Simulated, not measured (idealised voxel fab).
Title: Process Module voxel ribs on slabs
Cross-sectional view cut (width: 205 nm; square cell size: 5 nm).
Throughout this document, each cross-section is represented as a grid of square cells and is presented as a sequence of bands enumerated from the top downward, where a band comprises one or more rows of cells.
For a band, the entry starts with two heights in nm, that of the top and then that of the bottom, and carries on with the band's materials in order from left to right, each alongside its width in nm; the word "edge to edge" beside a single material means it fills the band edge to edge, and "empty" means empty space.
Counting heights begins at 0, where everything beneath is, in the wafer as received, one material. The lowest band has no bottom; it goes on downwards, as "0..down" shows.
Width spec "30->40" -> top row of cells at first value, bottom row at second value, equal per-row change in between.
Where a step carries "nothing changed", the cross-section came out of it unchanged, cell for cell.
"Internal closed voids" contains a list of empty spaces, each no smaller than 8 cells and without an open way to the top, written in the form width x height at distance with the distance from the left edge and all three in nm.
after a step's settings: what the simulator itself notes on the step
The optional step-line setting "overlay nm" applies to steps with a mask and quantifies how far to the right of its planned location the mask lay, a negative value indicating leftward placement.

Steps planned for the process
- 1: RECEIVE with material Si
- 2: DIRECTIONAL_DEP with material SiO2, thk nm 30
- 3: DIRECTIONAL_DEP with material polySi, thk nm 25
- 4: MASKED_ETCH with tone cover, mask id RIB, width nm 30, etch materials polySi, depth nm 5, overlay nm 0
- 5: DIRECTIONAL_DEP with material aC, thk nm 15
- 6: PATTERN with tone cover, mask id SLAB, material resist, width nm 70, thk nm 35, overlay nm 0
- 7: DIRECTIONAL_ETCH with etch materials aC, depth nm 15
- 8: STRIP with etch materials resist
- 9: DIRECTIONAL_ETCH with etch materials polySi, depth nm 20
- 10: STRIP with etch materials aC
- 11: FILL_DEP with material SiO2, thk nm 25
- 12: CMP with height nm 70
- 13: DIRECTIONAL_DEP with material W, thk nm 10
- 14: MASKED_ETCH with tone cover, mask id HEATER, width nm 40, etch materials W, depth nm 10, overlay nm 0
- 15: CONFORMAL_DEP with material SiN, thk nm 5

Incoming wafer in cross-section (state: after step 1)
> 0..down = Si edge to edge
> Internal closed voids: none

Sectioned view, first of two wafers, at the close of the module, processed as intended in the plan
> 85..80 = empty 75 nm | SiN 50 nm | empty 80 nm
> 80..75 = empty 75 nm | SiN 5 nm | W 40 nm | SiN 5 nm | empty 80 nm
> 75..70 = SiN 80 nm | W 40 nm | SiN 85 nm
> 70..55 = SiO2 edge to edge
> 55..50 = SiO2 85 nm | polySi 30 nm | SiO2 90 nm
> 50..30 = SiO2 65 nm | polySi 70 nm | SiO2 70 nm
> 30..0 = SiO2 edge to edge
> 0..down = Si edge to edge
> Internal closed voids: none

Here's the second of our two wafers sectioned at module end. Same start as the first, same plan, but one mistake got made running it
> 85..80 = empty 75 nm | SiN 50 nm | empty 80 nm
> 80..75 = empty 75 nm | SiN 5 nm | W 40 nm | SiN 5 nm | empty 80 nm
> 75..70 = SiN 80 nm | W 40 nm | SiN 85 nm
> 70..25 = SiO2 edge to edge
> 25..0 = polySi edge to edge
> 0..down = Si edge to edge
> Internal closed voids: none
The plan and the run diverged here: plan vs actual: 2 and 3 interchanged
The closing comparison, in cells, has the second wafer with more or fewer of some materials than the first: 143 fewer of SiO2, 143 more of polySi
